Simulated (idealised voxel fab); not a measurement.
The document below concerns the process module designated voxel wiring stack.
The cross-section on display is named cut; it measures 155 nm wide, and its cells are 5 nm squares.
Heads up, the way a cross-section reads in here is a grid of square cells, handed over as bands from the top down, with every band being one or more rows of cells.
Read a band's entry like this: the first values are the height of its top and the height of its bottom in nm, and what follows is the sequence of materials from left to right, each with its width in nm. Note that "air" is empty space, and that a single material marked "edge to edge" reaches across the band from edge to edge.
Heights are reckoned from 0. Under this level, the received wafer is all of one material. The bottommost band is open-ended downward, for example "0 down".
Top row gets the first number, bottom row gets the second, and each row in between changes by the same step: that is how a band width like "30 to 40" works.
"no alterations made" means the step left every cell of the cross-section as it was.
Voids not open to the top, 8 cells minimum: see "Closed internal voids". Written width x height at distance; distance is from the left edge; nm.
If you see something after the settings on a step's line, that's the simulator's own remark about that step.
overlay nm: mask right of planned place by this much (step with mask). Neg. = left.

-- Steps in the process plan
1: RECEIVE with material Si
2: CONFORMAL_DEP with material SiO2, thk nm 10
3: CONFORMAL_DEP with material SiN, thk nm 5
4: DIRECTIONAL_DEP with material lowk, thk nm 25
5: PATTERN with tone open, mask id METAL_1, material resist, width nm 25, pitch nm 55, thk nm 20, overlay nm 0
6: DIRECTIONAL_ETCH with etch materials lowk, depth nm 25
7: DIRECTIONAL_ETCH with etch materials SiN, depth nm 5
8: STRIP with etch materials resist
9: CONFORMAL_DEP with material TiN, thk nm 5
10: FILL_DEP with material Ru, thk nm 10
11: CMP with height nm 40
12: EPI with material Ru, thk nm 5
13: FILL_DEP with material SiCN, thk nm 5
14: DIRECTIONAL_DEP with material lowk, thk nm 15
15: MASKED_ETCH with tone open, mask id PLUG_1, width nm 15, etch materials lowk, depth nm 15, overlay nm 0
16: MASKED_ETCH with tone open, mask id PLUG_1, width nm 15, etch materials SiCN, depth nm 5, overlay nm 0
17: EPI with material Ru, thk nm 10
18: EPI with material Ru, thk nm 10
19: DIRECTIONAL_DEP with material TiN, thk nm 5
20: DIRECTIONAL_DEP with material W, thk nm 20
21: DIRECTIONAL_DEP with material aC, thk nm 15
22: PATTERN with tone cover, mask id METAL_2, material resist, width nm 25, pitch nm 55, thk nm 30, overlay nm 0
23: DIRECTIONAL_ETCH with etch materials aC, depth nm 15
24: STRIP with etch materials resist
25: DIRECTIONAL_ETCH with etch materials W, depth nm 20
26: DIRECTIONAL_ETCH with etch materials TiN, depth nm 5
27: STRIP with etch materials aC
28: FILL_DEP with material SiO2, thk nm 5
29: CMP with height nm 90
30: CONFORMAL_DEP with material SiCN, thk nm 5

-- Concerning the first of two wafers, which was run in accordance with the plan

-- Cross-section of the wafer upon arrival, representing the state reached after step 1
0 down: Si edge to edge
Closed internal voids: none

-- Upon completion of step 2, the wafer appears in cross-section as shown
10 to 0: SiO2 edge to edge
Under the height 0 nothing was changed.

-- Upon completion of step 3, the wafer appears in cross-section as shown
15 to 10: SiN edge to edge
Under the height 10 nothing was changed.

-- Upon completion of step 4, the wafer appears in cross-section as shown
40 to 15: lowk edge to edge
Under the height 15 nothing was changed.

-- Upon completion of step 5, the wafer appears in cross-section as shown
60 to 40: 35 nm resist | 25 nm air | 30 nm resist | 25 nm air | 40 nm resist
Under the height 40 nothing was changed.

-- Upon completion of step 6, the wafer appears in cross-section as shown
60 to 40: 35 nm resist | 25 nm air | 30 nm resist | 25 nm air | 40 nm resist
40 to 15: 35 nm lowk | 25 nm air | 30 nm lowk | 25 nm air | 40 nm lowk
Under the height 15 nothing was changed.

-- Upon completion of step 7, the wafer appears in cross-section as shown
60 to 40: 35 nm resist | 25 nm air | 30 nm resist | 25 nm air | 40 nm resist
40 to 15: 35 nm lowk | 25 nm air | 30 nm lowk | 25 nm air | 40 nm lowk
15 to 10: 35 nm SiN | 25 nm air | 30 nm SiN | 25 nm air | 40 nm SiN
Under the height 10 nothing was changed.

-- Upon completion of step 8, the wafer appears in cross-section as shown
40 to 15: 35 nm lowk | 25 nm air | 30 nm lowk | 25 nm air | 40 nm lowk
Under the height 15 nothing was changed.

-- Upon completion of step 9, the wafer appears in cross-section as shown
45 to 40: 40 nm TiN | 15 nm air | 40 nm TiN | 15 nm air | 45 nm TiN
40 to 15: 35 nm lowk | 5 nm TiN | 15 nm air | 5 nm TiN | 30 nm lowk | 5 nm TiN | 15 nm air | 5 nm TiN | 40 nm lowk
15 to 10: 35 nm SiN | 25 nm TiN | 30 nm SiN | 25 nm TiN | 40 nm SiN
Under the height 10 nothing was changed.

-- Upon completion of step 10, the wafer appears in cross-section as shown
55 to 45: Ru edge to edge
45 to 40: 40 nm TiN | 15 nm Ru | 40 nm TiN | 15 nm Ru | 45 nm TiN
40 to 15: 35 nm lowk | 5 nm TiN | 15 nm Ru | 5 nm TiN | 30 nm lowk | 5 nm TiN | 15 nm Ru | 5 nm TiN | 40 nm lowk
Under the height 15 nothing was changed.

-- Upon completion of step 11, the wafer appears in cross-section as shown
40 to 15: 35 nm lowk | 5 nm TiN | 15 nm Ru | 5 nm TiN | 30 nm lowk | 5 nm TiN | 15 nm Ru | 5 nm TiN | 40 nm lowk
Under the height 15 nothing was changed.

-- Upon completion of step 12, the wafer appears in cross-section as shown
45 to 40: 30 nm air | 35 nm Ru | 20 nm air | 35 nm Ru | 35 nm air
Under the height 40 nothing was changed.

-- Upon completion of step 13, the wafer appears in cross-section as shown
50 to 45: SiCN edge to edge
45 to 40: 30 nm SiCN | 35 nm Ru | 20 nm SiCN | 35 nm Ru | 35 nm SiCN
Under the height 40 nothing was changed.

-- Upon completion of step 14, the wafer appears in cross-section as shown
65 to 50: lowk edge to edge
Under the height 50 nothing was changed.

-- Upon completion of step 15, the wafer appears in cross-section as shown
65 to 50: 35 nm lowk | 15 nm air | 105 nm lowk
Under the height 50 nothing was changed.

-- Upon completion of step 16, the wafer appears in cross-section as shown
65 to 50: 35 nm lowk | 15 nm air | 105 nm lowk
50 to 45: 35 nm SiCN | 15 nm air | 105 nm SiCN
Under the height 45 nothing was changed.

-- Upon completion of step 17, the wafer appears in cross-section as shown
65 to 55: 35 nm lowk | 15 nm air | 105 nm lowk
55 to 50: 35 nm lowk | 15 nm Ru | 105 nm lowk
50 to 45: 35 nm SiCN | 15 nm Ru | 105 nm SiCN
Under the height 45 nothing was changed.

-- Upon completion of step 18, the wafer appears in cross-section as shown
65 to 50: 35 nm lowk | 15 nm Ru | 105 nm lowk
Under the height 50 nothing was changed.

-- Upon completion of step 19, the wafer appears in cross-section as shown
70 to 65: TiN edge to edge
Under the height 65 nothing was changed.

-- Upon completion of step 20, the wafer appears in cross-section as shown
90 to 70: W edge to edge
Under the height 70 nothing was changed.

-- Upon completion of step 21, the wafer appears in cross-section as shown
105 to 90: aC edge to edge
Under the height 90 nothing was changed.

-- Upon completion of step 22, the wafer appears in cross-section as shown
135 to 105: 35 nm air | 25 nm resist | 30 nm air | 25 nm resist | 40 nm air
Under the height 105 nothing was changed.

-- Upon completion of step 23, the wafer appears in cross-section as shown
120 to 105: 35 nm air | 25 nm resist | 30 nm air | 25 nm resist | 40 nm air
105 to 90: 35 nm air | 25 nm aC | 30 nm air | 25 nm aC | 40 nm air
Under the height 90 nothing was changed.

-- Upon completion of step 24, the wafer appears in cross-section as shown
105 to 90: 35 nm air | 25 nm aC | 30 nm air | 25 nm aC | 40 nm air
Under the height 90 nothing was changed.

-- Upon completion of step 25, the wafer appears in cross-section as shown
105 to 90: 35 nm air | 25 nm aC | 30 nm air | 25 nm aC | 40 nm air
90 to 70: 35 nm air | 25 nm W | 30 nm air | 25 nm W | 40 nm air
Under the height 70 nothing was changed.

-- Upon completion of step 26, the wafer appears in cross-section as shown
105 to 90: 35 nm air | 25 nm aC | 30 nm air | 25 nm aC | 40 nm air
90 to 70: 35 nm air | 25 nm W | 30 nm air | 25 nm W | 40 nm air
70 to 65: 35 nm air | 25 nm TiN | 30 nm air | 25 nm TiN | 40 nm air
Under the height 65 nothing was changed.

-- Upon completion of step 27, the wafer appears in cross-section as shown
90 to 70: 35 nm air | 25 nm W | 30 nm air | 25 nm W | 40 nm air
Under the height 70 nothing was changed.

-- Upon completion of step 28, the wafer appears in cross-section as shown
95 to 90: SiO2 edge to edge
90 to 70: 35 nm SiO2 | 25 nm W | 30 nm SiO2 | 25 nm W | 40 nm SiO2
70 to 65: 35 nm SiO2 | 25 nm TiN | 30 nm SiO2 | 25 nm TiN | 40 nm SiO2
Under the height 65 nothing was changed.

-- Upon completion of step 29, the wafer appears in cross-section as shown
90 to 70: 35 nm SiO2 | 25 nm W | 30 nm SiO2 | 25 nm W | 40 nm SiO2
Under the height 70 nothing was changed.

-- Upon completion of step 30, the wafer appears in cross-section as shown
95 to 90: SiCN edge to edge
Under the height 90 nothing was changed.

-- Wafer two of two - same starting point, same process plan, one mistake in execution; matches wafer one up to and including step 14

-- X-section, second wafer, when step 15 was due to finish
65 to 50: 35 nm lowk | 20 nm air | 100 nm lowk
Under the height 50 nothing was changed.

-- X-section, second wafer, when step 16 was due to finish
65 to 50: 35 nm lowk | 20 nm air | 100 nm lowk
50 to 45: 35 nm SiCN | 15 nm air | 105 nm SiCN
Under the height 45 nothing was changed.

-- X-section, second wafer, when step 17 was due to finish
65 to 55: 35 nm lowk | 20 nm air | 100 nm lowk
55 to 50: 35 nm lowk | 20 nm Ru | 100 nm lowk
50 to 45: 35 nm SiCN | 15 nm Ru | 105 nm SiCN
Under the height 45 nothing was changed.

-- X-section, second wafer, when step 18 was due to finish
65 to 50: 35 nm lowk | 20 nm Ru | 100 nm lowk
Under the height 50 nothing was changed.

-- X-section, second wafer, when step 19 was due to finish
70 to 65: TiN edge to edge
Under the height 65 nothing was changed.

-- X-section, second wafer, when step 20 was due to finish
90 to 70: W edge to edge
Under the height 70 nothing was changed.

-- X-section, second wafer, when step 21 was due to finish
105 to 90: aC edge to edge
Under the height 90 nothing was changed.

-- X-section, second wafer, when step 22 was due to finish
135 to 105: 35 nm air | 25 nm resist | 30 nm air | 25 nm resist | 40 nm air
Under the height 105 nothing was changed.

-- X-section, second wafer, when step 23 was due to finish
120 to 105: 35 nm air | 25 nm resist | 30 nm air | 25 nm resist | 40 nm air
105 to 90: 35 nm air | 25 nm aC | 30 nm air | 25 nm aC | 40 nm air
Under the height 90 nothing was changed.

-- X-section, second wafer, when step 24 was due to finish
105 to 90: 35 nm air | 25 nm aC | 30 nm air | 25 nm aC | 40 nm air
Under the height 90 nothing was changed.

-- X-section, second wafer, when step 25 was due to finish
105 to 90: 35 nm air | 25 nm aC | 30 nm air | 25 nm aC | 40 nm air
90 to 70: 35 nm air | 25 nm W | 30 nm air | 25 nm W | 40 nm air
Under the height 70 nothing was changed.

-- X-section, second wafer, when step 26 was due to finish
105 to 90: 35 nm air | 25 nm aC | 30 nm air | 25 nm aC | 40 nm air
90 to 70: 35 nm air | 25 nm W | 30 nm air | 25 nm W | 40 nm air
70 to 65: 35 nm air | 25 nm TiN | 30 nm air | 25 nm TiN | 40 nm air
Under the height 65 nothing was changed.

-- X-section, second wafer, when step 27 was due to finish
90 to 70: 35 nm air | 25 nm W | 30 nm air | 25 nm W | 40 nm air
Under the height 70 nothing was changed.

-- X-section, second wafer, when step 28 was due to finish
95 to 90: SiO2 edge to edge
90 to 70: 35 nm SiO2 | 25 nm W | 30 nm SiO2 | 25 nm W | 40 nm SiO2
70 to 65: 35 nm SiO2 | 25 nm TiN | 30 nm SiO2 | 25 nm TiN | 40 nm SiO2
Under the height 65 nothing was changed.

-- X-section, second wafer, when step 29 was due to finish
90 to 70: 35 nm SiO2 | 25 nm W | 30 nm SiO2 | 25 nm W | 40 nm SiO2
Under the height 70 nothing was changed.

-- X-section, second wafer, when step 30 was due to finish
95 to 90: SiCN edge to edge
Under the height 90 nothing was changed.
Misprocessing identified: note that step 15 departed from the planned setting and was carried out as MASKED_ETCH with tone open, mask id PLUG_1, width nm 20, etch materials lowk, depth nm 15, overlay nm 0
Final tally in cells, some materials are higher or lower on the second wafer than on the first: +3 Ru | -3 lowk
